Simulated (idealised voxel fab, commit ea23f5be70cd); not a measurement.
Title: Process Module voxel local oxidation
Square cells of 5 nm make up the cross-section cut, whose width is 295 nm.
Square cells in a grid make up a cross-section in this document, and the grid is given as bands, listed from the top down, each one or more rows of cells.
Band: top and bottom heights (nm) first, top before bottom; then materials from left to right, widths in nm. "throughout" marks a sole material filling the band edge to edge. "empty" denotes empty space.
Convention: height 0 is the level below which the wafer, as received, is all one material. The lowest band does not terminate at the bottom but continues downward, represented as "z 0 and below".
When a width is written as two numbers, as in "30 to 40", the first number is the width in the top row of cells of the band and the second is the width in its bottom row, and the width changes by the same amount from each row to the next.
Where the words "stayed the same" appear for a step, the cross-section shows no cell changed by that step; every cell remained as before.
Entry "Closed void catalog" = empty spaces >= 8 cells with no open way to the top; each as width x height at distance, distance from left edge, all nm.
Read whatever lies past the settings on a step's line as the simulator's own remark about the step.
overlay nm: for a step with a mask, the amount by which the mask lay right of where it was planned; a negative amount means left of it.
So here's the lineup of process steps we planned:
- 1: op RECEIVE | material Si
- 2: op CONFORMAL_DEP | material SiO2 | thk nm 5
- 3: op CONFORMAL_DEP | material SiN | thk nm 10
- 4: op DIRECTIONAL_DEP | material aC | thk nm 10
- 5: op PATTERN | tone cover | mask id ACTIVE | material resist | width nm 95 | pitch nm 135 | thk nm 30 | overlay nm 0
- 6: op DIRECTIONAL_ETCH | etch materials aC | depth nm 10
- 7: op STRIP | etch materials resist
- 8: op DIRECTIONAL_ETCH | etch materials SiN | depth nm 10
- 9: op STRIP | etch materials aC
- 10: op SELECTIVE_ETCH | etch materials SiO2 | depth nm 5
- 11: op OXIDIZE | depth nm 15
- 12: op STRIP | etch materials SiN
This is the cross-section of the wafer as we received it, i.e. after step 1:
- z 0 and below | Si throughout
- Closed void catalog: none
Cross-sectional image of the first of two wafers at the end of the module, the run having proceeded as planned:
- z 5 to 0 | 35 nm empty  85 nm SiO2  50 nm empty  85 nm SiO2  40 nm empty
- z 0 to -15 | 50 nm SiO2  55 nm Si  80 nm SiO2  55 nm Si  55 nm SiO2
- z -15 and below | Si throughout
- Closed void catalog: none
Wafer two, sectioned after the module: the first wafer's start, the first wafer's plan, and one mistake in how it was run:
- z 0 to -15 | 45 nm SiO2  65 nm Si  70 nm SiO2  65 nm Si  50 nm SiO2
- z -15 and below | Si throughout
- Closed void catalog: none
Here's what went sideways: the plan's step 2 went unexecuted, having been skipped
The second wafer ends with more or fewer cells of some materials than the first, per final count: Si +12; SiO2 -46
